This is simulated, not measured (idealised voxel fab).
Herein follows the process module entitled voxel air gaps.
Displayed cross-section: cut, width of 250 nm, square cells sized 5 nm.
In what follows, cross-sections appear as grids of square cells, described through bands that run from the top down, where every band is one or more rows of cells. It is stipulated that each band's entry specify, in nanometres, the height of the top of the band and then that of its bottom, followed by the materials of the band in left-to-right sequence, each together with its width in nanometres. A single material marked by the word "all across" is understood to fill the band from edge to edge; the word "air" is understood to denote empty space. A quick word on heights: they are counted from 0, and under that level the wafer as it came to us is one material throughout. The lowest band is different from the rest in having no bottom; it simply continues downward, written as in "0 nm and below". A width given as "30..40" starts at the first number in the band's top row and ends at the second number in its bottom row, shifting by an equal amount at every step from row to row. "identical to before" -> step changed no cross-section cell. Empty spaces counting at least 8 cells and having no open way to the top are listed in "Closed-off voids". The notation width x height at distance is used for each, the distance being from the left edge and all three values in nm. If you see something after the settings on a step's line, that's the simulator's own remark about that step. For masked steps, "overlay nm" on the step line gives how far right of plan the mask actually lay; a minus sign means it lay to the left.
THE FOLLOWING LIST GIVES THE PLANNED PROCESS STEPS
- 1: op RECEIVE | material Si
- 2: op CONFORMAL_DEP | material SiO2 | thk nm 10
- 3: op CONFORMAL_DEP | material SiN | thk nm 5
- 4: op DIRECTIONAL_DEP | material SiO2 | thk nm 35
- 5: op DIRECTIONAL_DEP | material aC | thk nm 10
- 6: op PATTERN | tone open | mask id LINES | material resist | width nm 15 | pitch nm 45 | thk nm 25 | overlay nm 0
- 7: op DIRECTIONAL_ETCH | etch materials aC | depth nm 10
- 8: op STRIP | etch materials resist
- 9: op DIRECTIONAL_ETCH | etch materials SiO2 | depth nm 35
- 10: op STRIP | etch materials aC
- 11: op CONFORMAL_DEP | material TiN | thk nm 5
- 12: op FILL_DEP | material W | thk nm 5
- 13: op CMP | height nm 50
- 14: op EPI | material Ru | thk nm 10
- 15: op SELECTIVE_ETCH | etch materials SiO2 | depth nm 45
- 16: op CONFORMAL_DEP | material SiN | thk nm 5
AS RECEIVED (POST STEP 1): CROSS-SECTION
0 nm and below | Si all across
Closed-off voids: none
HERE'S THE CROSS-SECTION OF THE FIRST OF OUR TWO WAFERS AT THE END OF THE MODULE - IT RAN AS PLANNED
65 nm to 60 nm | air (55) / SiN (135) / air (60)
60 nm to 50 nm | air (55) / SiN (5) / Ru (35) / SiN (10) / Ru (35) / SiN (10) / Ru (35) / SiN (5) / air (60)
50 nm to 45 nm | air (55) / SiN (15) / TiN (5) / W (5) / TiN (5) / SiN (30) / TiN (5) / W (5) / TiN (5) / SiN (30) / TiN (5) / W (5) / TiN (5) / SiN (15) / air (60)
45 nm to 20 nm | air (65) / SiN (5) / TiN (5) / W (5) / TiN (5) / SiN (5) / air (20) / SiN (5) / TiN (5) / W (5) / TiN (5) / SiN (5) / air (20) / SiN (5) / TiN (5) / W (5) / TiN (5) / SiN (5) / air (70)
20 nm to 15 nm | SiN (70) / TiN (15) / SiN (30) / TiN (15) / SiN (30) / TiN (15) / SiN (75)
15 nm to 10 nm | SiN all across
10 nm to 0 nm | SiO2 all across
0 nm and below | Si all across
Closed-off voids: 20 x 25 at 90; 20 x 25 at 135
HERE'S THE SECOND OF OUR TWO WAFERS SECTIONED AT MODULE END. SAME START AS THE FIRST, SAME PLAN, BUT ONE MISTAKE GOT MADE RUNNING IT
65 nm to 60 nm | SiN all across
60 nm to 50 nm | Ru all across
50 nm to 45 nm | TiN (75) / W (5) / TiN (40) / W (5) / TiN (40) / W (5) / TiN (80)
45 nm to 15 nm | SiO2 (70) / TiN (5) / W (5) / TiN (5) / SiO2 (30) / TiN (5) / W (5) / TiN (5) / SiO2 (30) / TiN (5) / W (5) / TiN (5) / SiO2 (75)
15 nm to 10 nm | SiO2 (70) / TiN (15) / SiO2 (30) / TiN (15) / SiO2 (30) / TiN (15) / SiO2 (75)
10 nm to 5 nm | SiN all across
5 nm to 0 nm | SiO2 all across
0 nm and below | Si all across
Closed-off voids: none
what went wrong: step 2 was run on a setting that differed from the plan, and what really ran there is op CONFORMAL_DEP | material SiO2 | thk nm 5
Per the end-of-run cell counts, the second wafer holds more or fewer of some materials than the first: Ru +58; SiN -78; SiO2 +237; TiN +47; W +3
In the final state there are 2 closed voids in the first wafer, compared with 0 in the second wafer.
